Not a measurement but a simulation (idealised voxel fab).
Process module heading - voxel ribs on slabs
FYI the section here is cut, 230 nm wide, cells are 5 nm squares.
Cross-section format: a grid of square cells, given as bands from top to bottom; each band is one or more rows of cells.
Band: top height; bottom height; in nm. Then, left to right: material with width in nm, for each material. "full width": a single material spanning edge to edge. "empty": empty space.
Heads up on the height convention: 0 is the point under which the incoming wafer is all one material, and the lowest band has no bottom, it just keeps going down, like "0 -> down".
The notation "30 to 40" denotes a width that varies across the rows of cells in the band, beginning at the first number in the top row, finishing at the second number in the bottom row, and changing by an identical amount from each row to the next.
"remained unchanged" (step): cross-section cells unchanged, all of them.
"Internal closed voids" - sealed voids, min. 8 cells, no opening to top; format: width x height at distance (distance from left edge; nm throughout).
Text after the settings on a step's line: the simulator's own remark on that step.
The line of a step may include "overlay nm". On a step with a mask, this value is how far to the right of its planned place the mask lay. A negative value means the mask lay to the left.

The planned process steps are enumerated hereunder
| 1 | RECEIVE (material Si) |
| 2 | DIRECTIONAL_DEP (material SiO2; thk nm 30) |
| 3 | DIRECTIONAL_DEP (material SiN; thk nm 25) |
| 4 | DIRECTIONAL_DEP (material aC; thk nm 10) |
| 5 | PATTERN (tone cover; mask id RIB; material resist; width nm 25; thk nm 25; overlay nm 0) |
| 6 | DIRECTIONAL_ETCH (etch materials aC; depth nm 10) |
| 7 | STRIP (etch materials resist) |
| 8 | DIRECTIONAL_ETCH (etch materials SiN; depth nm 10) |
| 9 | STRIP (etch materials aC) |
| 10 | DIRECTIONAL_DEP (material aC; thk nm 15) |
| 11 | PATTERN (tone cover; mask id SLAB; material resist; width nm 85; thk nm 30; overlay nm 0) |
| 12 | DIRECTIONAL_ETCH (etch materials aC; depth nm 15) |
| 13 | STRIP (etch materials resist) |
| 14 | DIRECTIONAL_ETCH (etch materials SiN; depth nm 15) |
| 15 | STRIP (etch materials aC) |
| 16 | FILL_DEP (material SiO2; thk nm 15) |
| 17 | CMP (height nm 65) |
| 18 | DIRECTIONAL_DEP (material TiN; thk nm 5) |
| 19 | PATTERN (tone cover; mask id HEATER; material resist; width nm 35; thk nm 20; overlay nm -15) |
| 20 | DIRECTIONAL_ETCH (etch materials TiN; depth nm 5) |
| 21 | STRIP (etch materials resist) |
| 22 | CONFORMAL_DEP (material SiN; thk nm 10) |
Keep in mind the plan's value for the overlay nm of step 19 comes from the first wafer; the wafers don't share that setting, but they do share the same starting point.

The first of several wafers, as received after step 1, seen in section
* 0 -> down | Si full width
* Internal closed voids: none

Table: wafers, a row each; end-of-module cell change per material since receipt, gain (+), loss (-); then closed voids
overlay nm -15 | +157 SiN | +537 SiO2 | +7 TiN | Internal closed voids: none
overlay nm -10 | +157 SiN | +537 SiO2 | +7 TiN | Internal closed voids: none
overlay nm -5 | +157 SiN | +537 SiO2 | +7 TiN | Internal closed voids: none
overlay nm 0 | +157 SiN | +537 SiO2 | +7 TiN | Internal closed voids: none
overlay nm 5 | +157 SiN | +537 SiO2 | +7 TiN | Internal closed voids: none
overlay nm 10 | +157 SiN | +537 SiO2 | +7 TiN | Internal closed voids: none
overlay nm 15 | +157 SiN | +537 SiO2 | +7 TiN | Internal closed voids: none
